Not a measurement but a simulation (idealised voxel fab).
Title: Process Module voxel transistor to metal
For reference, the cross-section in this document is cut, with width 175 nm and square cells of 5 nm.
Notation: cross-section as square-cell grid; stated in bands, top first, going down; one or more cell rows per band. Top, bottom (nm), then materials left to right with widths (nm); lone material tagged "all across" fills the whole band edge to edge; "air" = empty space. It should be noted that heights are counted from 0, beneath which the wafer as supplied is of one material throughout, and that the lowest band possesses no lower boundary but continues downward, as written in "0 nm and below". Width "30 to 40": first value at the band's top row of cells, second value at its bottom row, equal change from row to row. For the purposes of this document, the phrase "no alteration" attached to a step denotes that no cell within the cross-section was modified by that step. Heads up: "Voids, sealed" only lists the empty pockets with no open path to the top that are 8 cells or more, and it writes them as width x height at distance, distance from the left edge, in nm. Where a step's line continues beyond its settings, the continuation is a remark by the simulator itself on that step. "overlay nm", when on a step's line for a step with a mask, measures how far to the right of its planned place the mask lay; a negative measure means to the left.
# The following list gives the planned process steps
1) RECEIVE, material Si
2) CONFORMAL_DEP, material SiO2, thk nm 5
3) CONFORMAL_DEP, material SiN, thk nm 10
4) DIRECTIONAL_DEP, material aC, thk nm 10
5) PATTERN, tone cover, mask id ACTIVE, material resist, width nm 110, thk nm 30, overlay nm 0
6) DIRECTIONAL_ETCH, etch materials aC, depth nm 10
7) STRIP, etch materials resist
8) DIRECTIONAL_ETCH, etch materials SiN, depth nm 10
9) DIRECTIONAL_ETCH, etch materials SiO2, depth nm 5
10) DIRECTIONAL_ETCH, etch materials Si, depth nm 35
11) STRIP, etch materials aC
12) OXIDIZE, depth nm 5
13) FILL_DEP, material SiO2, thk nm 5
14) CMP, height nm 15
15) SELECTIVE_ETCH, etch materials SiO2, depth nm 5
16) STRIP, etch materials SiN
17) SELECTIVE_ETCH, etch materials SiO2, depth nm 5
18) OXIDIZE, depth nm 5
19) DIRECTIONAL_DEP, material polySi, thk nm 30
20) DIRECTIONAL_DEP, material SiCN, thk nm 15
21) DIRECTIONAL_DEP, material aC, thk nm 10
22) PATTERN, tone cover, mask id GATE, material resist, width nm 20, thk nm 25, overlay nm 0
23) DIRECTIONAL_ETCH, etch materials aC, depth nm 10
24) STRIP, etch materials resist
25) DIRECTIONAL_ETCH, etch materials SiCN, depth nm 25
26) DIRECTIONAL_ETCH, etch materials polySi, depth nm 40
27) STRIP, etch materials aC
28) CONFORMAL_DEP, material SiO2, thk nm 5
29) DIRECTIONAL_ETCH, etch materials SiO2, depth nm 5
30) CONFORMAL_DEP, material SiN, thk nm 10
31) DIRECTIONAL_ETCH, etch materials SiN, depth nm 10
32) DIRECTIONAL_ETCH, etch materials SiO2, depth nm 5
33) DIRECTIONAL_ETCH, etch materials Si, depth nm 15
34) EPI, material SiGe, thk nm 15
35) FILL_DEP, material SiO2, thk nm 10
36) CMP, height nm 45
37) DIRECTIONAL_DEP, material SiO2, thk nm 10
38) DIRECTIONAL_DEP, material aC, thk nm 15
39) PATTERN, tone open, mask id CONTACT, material resist, width nm 30, pitch nm 60, thk nm 35, overlay nm 0
40) DIRECTIONAL_ETCH, etch materials aC, depth nm 15
41) STRIP, etch materials resist
42) DIRECTIONAL_ETCH, etch materials SiO2, depth nm 45
43) STRIP, etch materials aC
44) CONFORMAL_DEP, material TiN, thk nm 5
45) FILL_DEP, material W, thk nm 5
46) CMP, height nm 55
47) DIRECTIONAL_DEP, material TiN, thk nm 5
48) DIRECTIONAL_DEP, material W, thk nm 25
49) PATTERN, tone cover, mask id METAL_1, material resist, width nm 20, pitch nm 70, thk nm 15, overlay nm 0
50) DIRECTIONAL_ETCH, etch materials W, depth nm 25
51) DIRECTIONAL_ETCH, etch materials TiN, depth nm 5
52) STRIP, etch materials resist
53) CONFORMAL_DEP, material SiN, thk nm 5
54) FILL_DEP, material lowk, thk nm 5
55) CMP, height nm 85
56) CONFORMAL_DEP, material SiCN, thk nm 5
57) DIRECTIONAL_DEP, material lowk, thk nm 35
58) MASKED_ETCH, tone open, mask id METAL_2, width nm 20, pitch nm 70, etch materials lowk, depth nm 20, overlay nm 0
59) DIRECTIONAL_DEP, material aC, thk nm 15
60) PATTERN, tone open, mask id METAL_2_HOLES, material resist, width nm 15, pitch nm 70, thk nm 35, overlay nm 0
61) DIRECTIONAL_ETCH, etch materials aC, depth nm 15
62) STRIP, etch materials resist
63) DIRECTIONAL_ETCH, etch materials lowk, depth nm 15
64) DIRECTIONAL_ETCH, etch materials SiCN, depth nm 5
65) STRIP, etch materials aC
66) CONFORMAL_DEP, material TiN, thk nm 5
67) FILL_DEP, material Ru, thk nm 5
68) CMP, height nm 125
69) CONFORMAL_DEP, material SiN, thk nm 5
# Cross-section: wafer on arrival = after step 1
	0 nm and below: Si all across
	Voids, sealed: none
# End-of-module cross-section. Starting structure and process plan as above; one mistake made in running it
	130 nm to 125 nm: SiN all across
	125 nm to 110 nm: lowk: 40  TiN: 5  Ru: 10  TiN: 5  lowk: 50  TiN: 5  Ru: 10  TiN: 5  lowk: 45
	110 nm to 105 nm: lowk: 40  TiN: 5  Ru: 5  TiN: 10  lowk: 50  TiN: 5  Ru: 5  TiN: 10  lowk: 45
	105 nm to 90 nm: lowk: 40  TiN: 5  Ru: 5  TiN: 5  lowk: 55  TiN: 5  Ru: 5  TiN: 5  lowk: 50
	90 nm to 85 nm: SiCN: 40  TiN: 15  SiCN: 55  TiN: 15  SiCN: 50
	85 nm to 60 nm: lowk: 35  SiN: 5  W: 20  SiN: 5  lowk: 40  SiN: 5  W: 20  SiN: 5  lowk: 40
	60 nm to 55 nm: SiN: 40  TiN: 20  SiN: 50  TiN: 20  SiN: 45
	55 nm to 45 nm: SiO2: 40  TiN: 5  W: 20 to 10  TiN: 5 to 15  SiO2: 30  TiN: 5 to 15  W: 20 to 10  TiN: 5  SiO2: 45
	45 nm to 30 nm: SiO2: 40  TiN: 5  W: 10  TiN: 5  SiN: 10  SiO2: 5  SiCN: 20  SiO2: 5  SiN: 10  TiN: 5  W: 10  TiN: 5  SiO2: 45
	30 nm to 15 nm: SiO2: 40  TiN: 5  W: 10  TiN: 5  SiN: 10  SiO2: 5  polySi: 20  SiO2: 5  SiN: 10  TiN: 5  W: 10  TiN: 5  SiO2: 45
	15 nm to 10 nm: SiO2: 40  TiN: 20  SiN: 10  SiO2: 5  polySi: 20  SiO2: 5  SiN: 10  TiN: 20  SiO2: 45
	10 nm to 5 nm: SiO2: 45  SiGe: 15  SiN: 10  SiO2: 5  polySi: 20  SiO2: 5  SiN: 10  SiGe: 15  SiO2: 50
	5 nm to 0 nm: SiO2: 25  SiN: 10  SiGe: 25  SiN: 10  SiO2: 5  polySi: 20  SiO2: 5  SiN: 10  SiGe: 25  SiN: 10  SiO2: 30
	0 nm to -5 nm: SiO2: 25  SiN: 5  SiO2: 5  SiGe: 25  SiO2: 50  SiGe: 25  SiO2: 5  SiN: 5  SiO2: 30
	-5 nm to -10 nm: SiO2: 40  SiGe: 20  Si: 50  SiGe: 20  SiO2: 45
	-10 nm to -20 nm: SiO2: 35  Si: 5  SiGe: 20  Si: 50  SiGe: 20  Si: 5  SiO2: 40
	-20 nm to -40 nm: SiO2: 35  Si: 100  SiO2: 40
	-40 nm and below: Si all across
	Voids, sealed: none
Error vs. plan: contrary to the plan, steps 15 and 16 were processed in exchanged order
